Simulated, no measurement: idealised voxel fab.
This section sets out a process module, namely voxel ribs on slabs.
It is cross-section cut that appears here, measuring 200 nm in width, its square cells being 5 nm in size.
Cross-sections here: square-cell grids, written as top-down lists of bands, a band being one or more rows of cells.
Band entry format. Leading values: height of top, height of bottom, nm. Remainder: materials in left-to-right order, each with its width in nm. Special words: "throughout" on a single material, which then fills the band edge to edge; "air", empty space.
Heights are measured from 0, the level below which the as-received wafer is all one material; the lowest band has no bottom and continues downward, written as in "0 -> down".
Width "30->40": first value at the band's top row of cells, second value at its bottom row, equal change from row to row.
Step marked "no modifications"? Then no cell in the cross-section changed in it.
"Fully enclosed voids" enumerates empty spaces isolated from the top, with no open way to it, that contain at least 8 cells, giving each as width x height at distance from the left edge, all three in nm.
Heads up: the bit after the settings on a step's line is the simulator's remark on that step.
On any step carrying a mask, the "overlay nm" setting, if present on the step's line, tells how far right of its planned place the mask lay; negative values point to the left.
### Steps planned for the process
1 RECEIVE (material Si)
2 DIRECTIONAL_DEP (material SiO2; thk nm 30)
3 DIRECTIONAL_DEP (material polySi; thk nm 15)
4 PATTERN (tone cover; mask id RIB; material resist; width nm 30; thk nm 20; overlay nm 0)
5 DIRECTIONAL_ETCH (etch materials polySi; depth nm 10)
6 STRIP (etch materials resist)
7 MASKED_ETCH (tone cover; mask id SLAB; width nm 80; etch materials polySi; depth nm 5; overlay nm 0)
8 FILL_DEP (material SiO2; thk nm 30)
9 CMP (height nm 65)
10 DIRECTIONAL_DEP (material TiN; thk nm 10)
11 DIRECTIONAL_DEP (material aC; thk nm 15)
12 PATTERN (tone cover; mask id HEATER; material resist; width nm 40; thk nm 30; overlay nm 0)
13 DIRECTIONAL_ETCH (etch materials aC; depth nm 15)
14 STRIP (etch materials resist)
15 DIRECTIONAL_ETCH (etch materials TiN; depth nm 10)
16 STRIP (etch materials aC)
17 CONFORMAL_DEP (material SiO2; thk nm 10)
### Here's what the wafer looked like in cross-section when it arrived - that's after step 1
- 0 -> down = Si throughout
- Fully enclosed voids: none
### This is how the wafer looks in cross-section once the module is done, given the starting state and plan above and one mistake in carrying the plan out
- 85 -> 75 = 70 air  60 SiO2  70 air
- 75 -> 65 = 80 SiO2  40 TiN  80 SiO2
- 65 -> 45 = SiO2 throughout
- 45 -> 35 = 90 SiO2  30 polySi  80 SiO2
- 35 -> 30 = 60 SiO2  80 polySi  60 SiO2
- 30 -> 0 = SiO2 throughout
- 0 -> down = Si throughout
- Fully enclosed voids: none
Here's what went sideways: note that step 4 departed from the planned setting and was carried out as PATTERN (tone cover; mask id RIB; material resist; width nm 30; thk nm 20; overlay nm 5)
